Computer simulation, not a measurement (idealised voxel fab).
The process module that follows is named voxel lift off.
The width of the displayed cross-section, cut, is 170 nm; its cells are square, with a size of 5 nm.
When this document writes out a cross-section, it uses a grid of square cells and lists it as bands, beginning at the top and moving down, with a band standing for one or more rows of cells. Within each band entry, the heights of the top and of the bottom of the band appear first, in that order and in nm; the materials of the band then follow from left to right, each with its corresponding width in nm. The designation "full width" on a single material indicates that it fills the band from edge to edge; the designation "air" indicates empty space. Ref level 0: as-received wafer is one material below here. Bottom band extends down with no lower bound ("z 0 and below"). Width: "30->40" (first number = top row, second number = bottom row, same change from row to row of cells). Given "left unchanged" for a step, no cell of the cross-section differs between before and after that step. Closed cavities: empty space of 8 cells or more with no open way to the top, each as width x height at its distance from the left edge, in nm. What comes after the settings on a step's line is commentary from the simulator itself on that step. overlay nm: mask right of planned place by this much (step with mask). Neg. = left.
**These are the steps we planned for the process**
step 1: RECEIVE with material Si
step 2: CONFORMAL_DEP with material Al2O3, thk nm 15
step 3: PATTERN with tone open, mask id LINES, material resist, width nm 25, pitch nm 50, thk nm 30, overlay nm 0
step 4: DIRECTIONAL_DEP with material Ru, thk nm 15
step 5: STRIP with etch materials resist
step 6: CONFORMAL_DEP with material SiN, thk nm 5
**Received-state cross-section, reflecting completion of step 1**
	z 0 and below  Si full width
	Closed cavities: none
**Look at the cross-section after the module: the wafer started out the way shown above and the plan was the one shown above, yet one mistake was made along the way**
	z 35 to 30  50 nm SiN; 15 nm air; 35 nm SiN; 15 nm air; 55 nm SiN
	z 30 to 20  45 nm Ru; 5 nm SiN; 15 nm air; 5 nm SiN; 25 nm Ru; 5 nm SiN; 15 nm air; 5 nm SiN; 50 nm Ru
	z 20 to 15  45 nm Ru; 25 nm SiN; 25 nm Ru; 25 nm SiN; 50 nm Ru
	z 15 to 0  Al2O3 full width
	z 0 and below  Si full width
	Closed cavities: none
Misprocessing identified: step 3 was run on a setting that differed from the plan, and what really ran there is PATTERN with tone cover, mask id LINES, material resist, width nm 25, pitch nm 50, thk nm 30, overlay nm 0
